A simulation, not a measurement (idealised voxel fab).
process module | voxel ribs on slabs
cross-section cut | 260 nm wide | cells 5 nm
A cross-section is a grid of square cells, given in bands from the top down. A band is one or more rows of cells.
Each band's line starts with the height of the band's top and of its bottom, in nm. Then come its materials from left to right, each with its width in nm. One material with "throughout" fills the band from edge to edge. "air" is empty space.
Height 0 is the level under which the wafer as received is all one material. The lowest band goes on downwards, as in "0 down".
A width such as "30 to 40" changes by the same amount from each row of cells to the next, from the band's top row to its bottom row.
"no change" after a step means that no cell of the cross-section changed.
closed voids: empty space of 8 cells or more with no open way to the top, each as width x height at its distance from the left edge, in nm
after a step's settings: what the simulator itself notes on the step
overlay nm, on a step with a mask: how far to the right of its planned place the mask lay; to the left if negative
plan
1 op RECEIVE | material Si
2 op DIRECTIONAL_DEP | material SiO2 | thk nm 20
3 op DIRECTIONAL_DEP | material SiN | thk nm 15
4 op PATTERN | tone cover | mask id RIB | material resist | width nm 15 | thk nm 15 | overlay nm 0
5 op DIRECTIONAL_ETCH | etch materials SiN | depth nm 5
6 op STRIP | etch materials resist
7 op DIRECTIONAL_DEP | material aC | thk nm 10
8 op PATTERN | tone cover | mask id SLAB | material resist | width nm 65 | thk nm 30 | overlay nm 0
9 op DIRECTIONAL_ETCH | etch materials aC | depth nm 10
10 op STRIP | etch materials resist
11 op DIRECTIONAL_ETCH | etch materials SiN | depth nm 10
12 op STRIP | etch materials aC
13 op FILL_DEP | material SiO2 | thk nm 15
14 op CMP | height nm 45
15 op DIRECTIONAL_DEP | material TiN | thk nm 5
16 op DIRECTIONAL_DEP | material aC | thk nm 10
17 op PATTERN | tone cover | mask id HEATER | material resist | width nm 25 | thk nm 25 | overlay nm 0
18 op DIRECTIONAL_ETCH | etch materials aC | depth nm 10
19 op STRIP | etch materials resist
20 op DIRECTIONAL_ETCH | etch materials TiN | depth nm 5
21 op STRIP | etch materials aC
22 op CONFORMAL_DEP | material SiO2 | thk nm 10
as received, after step 1
  0 down: Si throughout
  closed voids: none
a wafer at the end: this start, this plan, one mistake
  60 to 55: air 105 | SiO2 45 | air 110
  55 to 50: SiO2 throughout
  50 to 45: SiO2 115 | TiN 25 | SiO2 120
  45 to 35: SiO2 throughout
  35 to 30: SiO2 110 | SiN 15 | SiO2 135
  30 to 20: SiO2 95 | SiN 65 | SiO2 100
  20 to 0: SiO2 throughout
  0 down: Si throughout
  closed voids: none
what went wrong: step 4 ran as: op PATTERN | tone cover | mask id RIB | material resist | width nm 15 | thk nm 15 | overlay nm -10
